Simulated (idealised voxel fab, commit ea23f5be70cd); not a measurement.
process module | voxel capacitor over wiring
cross-section cut | 190 nm wide | cells 5 nm
A cross-section is a grid of square cells, given in bands from the top down. A band is one or more rows of cells.
Each band's line starts with the height of the band's top and of its bottom, in nm. Then come its materials from left to right, each with its width in nm. One material with "throughout" fills the band from edge to edge. "air" is empty space.
Height 0 is the level under which the wafer as received is all one material. The lowest band goes on downwards, as in "0 down".
A width such as "30 to 40" changes by the same amount from each row of cells to the next, from the band's top row to its bottom row.
"no change" after a step means that no cell of the cross-section changed.
closed voids: empty space of 8 cells or more with no open way to the top, each as width x height at its distance from the left edge, in nm
after a step's settings: what the simulator itself notes on the step
overlay nm, on a step with a mask: how far to the right of its planned place the mask lay; to the left if negative
plan
1 op RECEIVE | material Si
2 op CONFORMAL_DEP | material SiO2 | thk nm 10
3 op CONFORMAL_DEP | material SiN | thk nm 5
4 op DIRECTIONAL_DEP | material lowk | thk nm 25
5 op PATTERN | tone open | mask id METAL_1 | material resist | width nm 30 | pitch nm 80 | thk nm 20 | overlay nm 0
6 op DIRECTIONAL_ETCH | etch materials lowk | depth nm 25
7 op DIRECTIONAL_ETCH | etch materials SiN | depth nm 5
8 op STRIP | etch materials resist
9 op CONFORMAL_DEP | material TiN | thk nm 5
10 op FILL_DEP | material Cu | thk nm 5
11 op CMP | height nm 40
12 op CONFORMAL_DEP | material SiCN | thk nm 5
13 op DIRECTIONAL_DEP | material lowk | thk nm 10
14 op MASKED_ETCH | tone open | mask id PLUG_1 | width nm 15 | etch materials lowk | depth nm 10 | overlay nm 0
15 op MASKED_ETCH | tone open | mask id PLUG_1 | width nm 15 | etch materials SiCN | depth nm 5 | overlay nm 0
16 op CONFORMAL_DEP | material TiN | thk nm 5
17 op FILL_DEP | material Ru | thk nm 10
18 op CMP | height nm 55
19 op DIRECTIONAL_DEP | material TiN | thk nm 5
20 op DIRECTIONAL_DEP | material SiN | thk nm 5
21 op DIRECTIONAL_DEP | material TiN | thk nm 10
22 op MASKED_ETCH | tone cover | mask id UPPER_PLATE | width nm 55 | etch materials TiN | depth nm 10 | overlay nm 0
23 op MASKED_ETCH | tone cover | mask id UPPER_PLATE | width nm 55 | etch materials SiN | depth nm 5 | overlay nm 0
24 op MASKED_ETCH | tone cover | mask id LOWER_PLATE | width nm 65 | etch materials TiN | depth nm 5 | overlay nm 0
25 op FILL_DEP | material SiO2 | thk nm 15
26 op CMP | height nm 85
27 op MASKED_ETCH | tone open | mask id PLUG_2 | width nm 15 | etch materials SiO2 | depth nm 10 | overlay nm 0
28 op CONFORMAL_DEP | material TiN | thk nm 5
29 op FILL_DEP | material Ru | thk nm 10
30 op CMP | height nm 85
31 op CONFORMAL_DEP | material SiN | thk nm 5
first wafer, as planned
as received, after step 1
  0 down: Si throughout
  closed voids: none
after step 2
  10 to 0: SiO2 throughout
  below 0: unchanged
after step 3
  15 to 10: SiN throughout
  below 10: unchanged
after step 4
  40 to 15: lowk throughout
  below 15: unchanged
after step 5
  60 to 40: resist 40 | air 30 | resist 50 | air 30 | resist 40
  below 40: unchanged
after step 6
  60 to 40: resist 40 | air 30 | resist 50 | air 30 | resist 40
  40 to 15: lowk 40 | air 30 | lowk 50 | air 30 | lowk 40
  below 15: unchanged
after step 7
  60 to 40: resist 40 | air 30 | resist 50 | air 30 | resist 40
  40 to 15: lowk 40 | air 30 | lowk 50 | air 30 | lowk 40
  15 to 10: SiN 40 | air 30 | SiN 50 | air 30 | SiN 40
  below 10: unchanged
after step 8
  40 to 15: lowk 40 | air 30 | lowk 50 | air 30 | lowk 40
  below 15: unchanged
after step 9
  45 to 40: TiN 45 | air 20 | TiN 60 | air 20 | TiN 45
  40 to 15: lowk 40 | TiN 5 | air 20 | TiN 5 | lowk 50 | TiN 5 | air 20 | TiN 5 | lowk 40
  15 to 10: SiN 40 | TiN 30 | SiN 50 | TiN 30 | SiN 40
  below 10: unchanged
after step 10
  50 to 45: Cu throughout
  45 to 40: TiN 45 | Cu 20 | TiN 60 | Cu 20 | TiN 45
  40 to 15: lowk 40 | TiN 5 | Cu 20 | TiN 5 | lowk 50 | TiN 5 | Cu 20 | TiN 5 | lowk 40
  below 15: unchanged
after step 11
  40 to 15: lowk 40 | TiN 5 | Cu 20 | TiN 5 | lowk 50 | TiN 5 | Cu 20 | TiN 5 | lowk 40
  below 15: unchanged
after step 12
  45 to 40: SiCN throughout
  below 40: unchanged
after step 13
  55 to 45: lowk throughout
  below 45: unchanged
after step 14
  55 to 45: lowk 55 | air 15 | lowk 120
  below 45: unchanged
after step 15
  55 to 45: lowk 55 | air 15 | lowk 120
  45 to 40: SiCN 55 | air 15 | SiCN 120
  below 40: unchanged
after step 16
  60 to 55: TiN 60 | air 5 | TiN 125
  55 to 45: lowk 55 | TiN 5 | air 5 | TiN 5 | lowk 120
  45 to 40: SiCN 55 | TiN 15 | SiCN 120
  below 40: unchanged
after step 17
  70 to 60: Ru throughout
  60 to 55: TiN 60 | Ru 5 | TiN 125
  55 to 45: lowk 55 | TiN 5 | Ru 5 | TiN 5 | lowk 120
  below 45: unchanged
after step 18
  55 to 45: lowk 55 | TiN 5 | Ru 5 | TiN 5 | lowk 120
  below 45: unchanged
after step 19
  60 to 55: TiN throughout
  below 55: unchanged
after step 20
  65 to 60: SiN throughout
  below 60: unchanged
after step 21
  75 to 65: TiN throughout
  below 65: unchanged
after step 22
  75 to 65: air 55 | TiN 55 | air 80
  below 65: unchanged
after step 23
  75 to 65: air 55 | TiN 55 | air 80
  65 to 60: air 55 | SiN 55 | air 80
  below 60: unchanged
after step 24
  75 to 65: air 55 | TiN 55 | air 80
  65 to 60: air 55 | SiN 55 | air 80
  60 to 55: air 50 | TiN 65 | air 75
  below 55: unchanged
after step 25
  90 to 75: SiO2 throughout
  75 to 65: SiO2 55 | TiN 55 | SiO2 80
  65 to 60: SiO2 55 | SiN 55 | SiO2 80
  60 to 55: SiO2 50 | TiN 65 | SiO2 75
  below 55: unchanged
after step 26
  85 to 75: SiO2 throughout
  below 75: unchanged
after step 27
  85 to 75: SiO2 65 | air 15 | SiO2 110
  below 75: unchanged
after step 28
  90 to 85: TiN 70 | air 5 | TiN 115
  85 to 80: SiO2 65 | TiN 5 | air 5 | TiN 5 | SiO2 110
  80 to 75: SiO2 65 | TiN 15 | SiO2 110
  below 75: unchanged
after step 29
  100 to 90: Ru throughout
  90 to 85: TiN 70 | Ru 5 | TiN 115
  85 to 80: SiO2 65 | TiN 5 | Ru 5 | TiN 5 | SiO2 110
  below 80: unchanged
after step 30
  85 to 80: SiO2 65 | TiN 5 | Ru 5 | TiN 5 | SiO2 110
  below 80: unchanged
after step 31
  90 to 85: SiN throughout
  below 85: unchanged
second wafer: like start, like plan, one mistake. Through step 17 it matches the first wafer
when step 18 should have ended: no change
when step 19 should have ended
  75 to 70: TiN throughout
  below 70: unchanged
when step 20 should have ended
  80 to 75: SiN throughout
  below 75: unchanged
when step 21 should have ended
  90 to 80: TiN throughout
  below 80: unchanged
when step 22 should have ended
  90 to 80: air 55 | TiN 55 | air 80
  below 80: unchanged
when step 23 should have ended
  90 to 80: air 55 | TiN 55 | air 80
  80 to 75: air 55 | SiN 55 | air 80
  below 75: unchanged
when step 24 should have ended
  90 to 80: air 55 | TiN 55 | air 80
  80 to 75: air 55 | SiN 55 | air 80
  75 to 70: air 50 | TiN 65 | air 75
  below 70: unchanged
when step 25 should have ended
  105 to 90: SiO2 throughout
  90 to 80: SiO2 55 | TiN 55 | SiO2 80
  80 to 75: SiO2 55 | SiN 55 | SiO2 80
  75 to 70: SiO2 50 | TiN 65 | SiO2 75
  below 70: unchanged
when step 26 should have ended
  85 to 80: SiO2 55 | TiN 55 | SiO2 80
  below 80: unchanged
when step 27 should have ended: no change
when step 28 should have ended
  90 to 85: TiN throughout
  below 85: unchanged
when step 29 should have ended
  100 to 90: Ru throughout
  below 90: unchanged
when step 30 should have ended
  85 to 80: SiO2 55 | TiN 55 | SiO2 80
  below 80: unchanged
when step 31 should have ended
  90 to 85: SiN throughout
  below 85: unchanged
what went wrong: step 18 was left out
at the end the second wafer has, in cells: 76 more of Ru | 97 fewer of SiO2 | 21 more of TiN
